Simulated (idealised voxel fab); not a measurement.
The document below concerns the process module designated voxel ribs on slabs.
cross-section cut | 145 nm wide | cells 5 nm
Throughout this document, each cross-section is represented as a grid of square cells and is presented as a sequence of bands enumerated from the top downward, where a band comprises one or more rows of cells. Band: top height; bottom height; in nm. Then, left to right: material with width in nm, for each material. "all across": a single material spanning edge to edge. "empty": empty space. Heights from 0 (as-received wafer is one material below). Bottom band endless downward, as "z 0 and below". The width entry "30..40" should be interpreted row by row: the top row of cells in the band takes the first number, the bottom row takes the second number, and the change between adjacent rows is uniform throughout. You'll sometimes find "remained the same" written for a step, and that's the way of saying that nowhere in the cross-section did a cell change during that step. Any empty space of 8 cells or more lacking an open way to the top shows up in "Enclosed voids" as width x height at distance, distance from the left edge, in nm. If you see something after the settings on a step's line, that's the simulator's own remark about that step. overlay nm: where the mask lay relative to plan, measured to the right, on steps with a mask; negatives go left.
List of planned process steps
1: RECEIVE (material Si)
2: DIRECTIONAL_DEP (material SiO2; thk nm 25)
3: DIRECTIONAL_DEP (material SiN; thk nm 20)
4: DIRECTIONAL_DEP (material aC; thk nm 15)
5: PATTERN (tone cover; mask id RIB; material resist; width nm 30; thk nm 35; overlay nm 0)
6: DIRECTIONAL_ETCH (etch materials aC; depth nm 15)
7: STRIP (etch materials resist)
8: DIRECTIONAL_ETCH (etch materials SiN; depth nm 5)
9: STRIP (etch materials aC)
10: PATTERN (tone cover; mask id SLAB; material resist; width nm 90; thk nm 20; overlay nm 0)
11: DIRECTIONAL_ETCH (etch materials SiN; depth nm 15)
12: STRIP (etch materials resist)
13: FILL_DEP (material SiO2; thk nm 15)
14: CMP (height nm 55)
15: DIRECTIONAL_DEP (material TiN; thk nm 5)
16: MASKED_ETCH (tone cover; mask id HEATER; width nm 40; etch materials TiN; depth nm 5; overlay nm 0)
17: CONFORMAL_DEP (material SiO2; thk nm 10)
First out of two wafers; run went to plan
Received-state cross-section, reflecting completion of step 1
z 0 and below  Si all across
Enclosed voids: none
Sectional view: wafer, after step 2
z 25 to 0  SiO2 all across
For the remainder of the cross-section, below 0, there is no change.
Sectional view: wafer, after step 3
z 45 to 25  SiN all across
For the remainder of the cross-section, below 25, there is no change.
Sectional view: wafer, after step 4
z 60 to 45  aC all across
For the remainder of the cross-section, below 45, there is no change.
Sectional view: wafer, after step 5
z 95 to 60  empty (55)  resist (30)  empty (60)
For the remainder of the cross-section, below 60, there is no change.
Sectional view: wafer, after step 6
z 80 to 60  empty (55)  resist (30)  empty (60)
z 60 to 45  empty (55)  aC (30)  empty (60)
For the remainder of the cross-section, below 45, there is no change.
Sectional view: wafer, after step 7
z 60 to 45  empty (55)  aC (30)  empty (60)
For the remainder of the cross-section, below 45, there is no change.
Sectional view: wafer, after step 8
z 60 to 45  empty (55)  aC (30)  empty (60)
z 45 to 40  empty (55)  SiN (30)  empty (60)
For the remainder of the cross-section, below 40, there is no change.
Sectional view: wafer, after step 9
z 45 to 40  empty (55)  SiN (30)  empty (60)
For the remainder of the cross-section, below 40, there is no change.
Sectional view: wafer, after step 10
z 65 to 45  empty (25)  resist (90)  empty (30)
z 45 to 40  empty (25)  resist (30)  SiN (30)  resist (30)  empty (30)
For the remainder of the cross-section, below 40, there is no change.
Sectional view: wafer, after step 11
z 65 to 45  empty (25)  resist (90)  empty (30)
z 45 to 40  empty (25)  resist (30)  SiN (30)  resist (30)  empty (30)
z 40 to 25  empty (25)  SiN (90)  empty (30)
For the remainder of the cross-section, below 25, there is no change.
Sectional view: wafer, after step 12
z 45 to 40  empty (55)  SiN (30)  empty (60)
For the remainder of the cross-section, below 40, there is no change.
Sectional view: wafer, after step 13
z 60 to 45  SiO2 all across
z 45 to 40  SiO2 (55)  SiN (30)  SiO2 (60)
z 40 to 25  SiO2 (25)  SiN (90)  SiO2 (30)
For the remainder of the cross-section, below 25, there is no change.
Sectional view: wafer, after step 14
z 55 to 45  SiO2 all across
For the remainder of the cross-section, below 45, there is no change.
Sectional view: wafer, after step 15
z 60 to 55  TiN all across
For the remainder of the cross-section, below 55, there is no change.
Sectional view: wafer, after step 16
z 60 to 55  empty (50)  TiN (40)  empty (55)
For the remainder of the cross-section, below 55, there is no change.
Sectional view: wafer, after step 17
z 70 to 65  empty (40)  SiO2 (60)  empty (45)
z 65 to 60  SiO2 all across
z 60 to 55  SiO2 (50)  TiN (40)  SiO2 (55)
For the remainder of the cross-section, below 55, there is no change.
The remaining wafer, second of the two, started like the first and was run to the same plan, except that one mistake was made along the way; the two coincide through step 15, inclusive
When step 16 should have ended
z 60 to 55  empty (60)  TiN (40)  empty (45)
For the remainder of the cross-section, below 55, there is no change.
When step 17 should have ended
z 70 to 65  empty (50)  SiO2 (60)  empty (35)
z 65 to 60  SiO2 all across
z 60 to 55  SiO2 (60)  TiN (40)  SiO2 (45)
For the remainder of the cross-section, below 55, there is no change.
Short version of what went wrong: step 16 did not happen as planned, as run it was MASKED_ETCH (tone cover; mask id HEATER; width nm 40; etch materials TiN; depth nm 5; overlay nm 10)
At the end, the second wafer has the same number of cells of each material as the first, but those cells sit in other places.
